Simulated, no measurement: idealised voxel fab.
The name of this process module is voxel lift off.
Square cells of 5 nm make up the cross-section cut, whose width is 190 nm.
Cross-section format: a grid of square cells, given as bands from top to bottom; each band is one or more rows of cells. For a band, the entry starts with two heights in nm, that of the top and then that of the bottom, and carries on with the band's materials in order from left to right, each alongside its width in nm; the word "full width" beside a single material means it fills the band edge to edge, and "empty" means empty space. Below 0: as-received wafer, all one material; heights counted from there. Lowest band: no bottom, goes on down, written "0 down". Width: "30..40" (first number = top row, second number = bottom row, same change from row to row of cells). No cell of the cross-section changed in a step that is given as "no modification". Listed closed voids: empty space of 8 cells or more with no open way to the top, each as width x height at its distance from the left edge, in nm. after a step's settings: what the simulator itself notes on the step. overlay nm: mask offset rightward from planned place, masked step; negative means leftward offset.

### The following list gives the planned process steps
1) RECEIVE, material Si
2) CONFORMAL_DEP, material Al2O3, thk nm 15
3) PATTERN, tone open, mask id LINES, material resist, width nm 20, pitch nm 45, thk nm 30, overlay nm 0
4) DIRECTIONAL_DEP, material Ru, thk nm 15
5) STRIP, etch materials resist
6) CONFORMAL_DEP, material SiCN, thk nm 10

### Wafer cross-section on receipt, i.e. after step 1
    0 down: Si full width
    Listed closed voids: none

### Cross-section: first of two wafers, module finished, run according to plan
    40 to 30: empty (5), then SiCN (40), then empty (5), then SiCN (40), then empty (5), then SiCN (40), then empty (5), then SiCN (40), then empty (10)
    30 to 25: empty (5), then SiCN (10), then Ru (20), then SiCN (10), then empty (5), then SiCN (10), then Ru (20), then SiCN (10), then empty (5), then SiCN (10), then Ru (20), then SiCN (10), then empty (5), then SiCN (10), then Ru (20), then SiCN (10), then empty (10)
    25 to 15: SiCN (15), then Ru (20), then SiCN (25), then Ru (20), then SiCN (25), then Ru (20), then SiCN (25), then Ru (20), then SiCN (20)
    15 to 0: Al2O3 full width
    0 down: Si full width
    Listed closed voids: none

### Wafer two cross-section, module end. Start and plan unchanged from wafer one; one mistake made during the run
    40 to 30: empty (5), then SiCN (40), then empty (5), then SiCN (40), then empty (5), then SiCN (40), then empty (5), then SiCN (40), then empty (10)
    30 to 25: empty (5), then SiCN (10), then Al2O3 (20), then SiCN (10), then empty (5), then SiCN (10), then Al2O3 (20), then SiCN (10), then empty (5), then SiCN (10), then Al2O3 (20), then SiCN (10), then empty (5), then SiCN (10), then Al2O3 (20), then SiCN (10), then empty (10)
    25 to 15: SiCN (15), then Al2O3 (20), then SiCN (25), then Al2O3 (20), then SiCN (25), then Al2O3 (20), then SiCN (25), then Al2O3 (20), then SiCN (20)
    15 to 0: Al2O3 full width
    0 down: Si full width
    Listed closed voids: none
Misprocessing identified: for step 4, the planned setting was not used; the step was instead run as DIRECTIONAL_DEP, material Al2O3, thk nm 15
Looking at both finished wafers in cells, the second ends up ahead of or behind the first on some materials: Al2O3 +48, Ru -48
